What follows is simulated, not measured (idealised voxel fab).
Process module in this document: voxel self aligned vias
The figure presents cross-section cut, which has a width of 170 nm and is divided into square cells with an edge length of 5 nm.
In this document a cross-section is written as a grid of square cells. It is given as a series of bands, listed from the top down, and a band is one or more rows of cells.
Band entry format. Leading values: height of top, height of bottom, nm. Remainder: materials in left-to-right order, each with its width in nm. Special words: "everywhere" on a single material, which then fills the band edge to edge; "blank", empty space.
Heights are measured from 0, the level below which the as-received wafer is all one material; the lowest band has no bottom and continues downward, written as in "0 nm and below".
Quick explanation for "30..40": the width changes in equal steps down the rows of cells, from the first number in the band's top row to the second number in its bottom row.
The cross-section has no changed cell in any step marked "remained unchanged".
"Sealed internal cavities" means: voids of 8 cells or more that are shut off from the top with no open way through. Written width x height at distance, distance from the left edge, in nm.
What comes after the settings on a step's line is commentary from the simulator itself on that step.
Steps that use a mask can have "overlay nm" on their line. It says how far the mask sat to the right of where it was meant to be. Negative means to the left.
-- Set out below are the planned steps of the process
1) RECEIVE with material Si
2) CONFORMAL_DEP with material SiO2, thk nm 15
3) CONFORMAL_DEP with material SiCN, thk nm 5
4) DIRECTIONAL_DEP with material lowk, thk nm 20
5) PATTERN with tone open, mask id LINES, material resist, width nm 20, pitch nm 55, thk nm 20, overlay nm 0
6) DIRECTIONAL_ETCH with etch materials lowk, depth nm 20
7) STRIP with etch materials resist
8) CONFORMAL_DEP with material TiN, thk nm 5
9) FILL_DEP with material Ru, thk nm 5
10) CMP with height nm 40
11) SELECTIVE_ETCH with etch materials W Ru TiN, depth nm 10
12) FILL_DEP with material SiN, thk nm 10
13) CMP with height nm 40
14) DIRECTIONAL_DEP with material lowk, thk nm 20
15) MASKED_ETCH with tone open, mask id VIAS, width nm 30, pitch nm 110, etch materials lowk, depth nm 20, overlay nm 0
16) MASKED_ETCH with tone open, mask id VIAS, width nm 30, pitch nm 110, etch materials SiN, depth nm 10, overlay nm 0
17) CONFORMAL_DEP with material TiN, thk nm 5
18) FILL_DEP with material Ru, thk nm 10
19) CMP with height nm 60
20) CONFORMAL_DEP with material SiN, thk nm 5
-- Cross-section of the wafer as it came to us, i.e., already through step 1
> 0 nm and below | Si everywhere
> Sealed internal cavities: none
-- Looking at the first of two wafers in cross-section at end of module - ran to plan
> 65 nm to 60 nm | SiN everywhere
> 60 nm to 45 nm | lowk 15 nm / TiN 5 nm / Ru 20 nm / TiN 5 nm / lowk 80 nm / TiN 5 nm / Ru 20 nm / TiN 5 nm / lowk 15 nm
> 45 nm to 40 nm | lowk 15 nm / TiN 10 nm / Ru 10 nm / TiN 10 nm / lowk 80 nm / TiN 10 nm / Ru 10 nm / TiN 10 nm / lowk 15 nm
> 40 nm to 35 nm | lowk 20 nm / TiN 5 nm / Ru 10 nm / TiN 5 nm / lowk 35 nm / SiN 20 nm / lowk 35 nm / TiN 5 nm / Ru 10 nm / TiN 5 nm / lowk 20 nm
> 35 nm to 30 nm | lowk 20 nm / TiN 20 nm / lowk 35 nm / SiN 20 nm / lowk 35 nm / TiN 20 nm / lowk 20 nm
> 30 nm to 25 nm | lowk 20 nm / TiN 5 nm / Ru 10 nm / TiN 5 nm / lowk 35 nm / TiN 5 nm / Ru 10 nm / TiN 5 nm / lowk 35 nm / TiN 5 nm / Ru 10 nm / TiN 5 nm / lowk 20 nm
> 25 nm to 20 nm | lowk 20 nm / TiN 20 nm / lowk 35 nm / TiN 20 nm / lowk 35 nm / TiN 20 nm / lowk 20 nm
> 20 nm to 15 nm | SiCN everywhere
> 15 nm to 0 nm | SiO2 everywhere
> 0 nm and below | Si everywhere
> Sealed internal cavities: none
-- End of module, second wafer, cross-section. Started like the first, planned like the first, run with one mistake
> 65 nm to 60 nm | SiN everywhere
> 60 nm to 45 nm | lowk 15 nm / TiN 5 nm / Ru 20 nm / TiN 5 nm / lowk 80 nm / TiN 5 nm / Ru 20 nm / TiN 5 nm / lowk 15 nm
> 45 nm to 40 nm | lowk 15 nm / TiN 30 nm / lowk 80 nm / TiN 30 nm / lowk 15 nm
> 40 nm to 30 nm | SiN 15 nm / TiN 5 nm / lowk 20 nm / TiN 5 nm / SiN 30 nm / lowk 20 nm / SiN 30 nm / TiN 5 nm / lowk 20 nm / TiN 5 nm / SiN 15 nm
> 30 nm to 25 nm | Ru 15 nm / TiN 5 nm / lowk 20 nm / TiN 5 nm / Ru 25 nm / TiN 5 nm / lowk 20 nm / TiN 5 nm / Ru 25 nm / TiN 5 nm / lowk 20 nm / TiN 5 nm / Ru 15 nm
> 25 nm to 20 nm | TiN 20 nm / lowk 20 nm / TiN 35 nm / lowk 20 nm / TiN 35 nm / lowk 20 nm / TiN 20 nm
> 20 nm to 15 nm | SiCN everywhere
> 15 nm to 0 nm | SiO2 everywhere
> 0 nm and below | Si everywhere
> Sealed internal cavities: none
Nonconformance to the process plan: step 5 off recipe, ran as PATTERN with tone cover, mask id LINES, material resist, width nm 20, pitch nm 55, thk nm 20, overlay nm 0
Cell-count delta at end, second wafer over first, by material: 2 more of Ru; 28 more of SiN; 10 more of TiN; 40 fewer of lowk
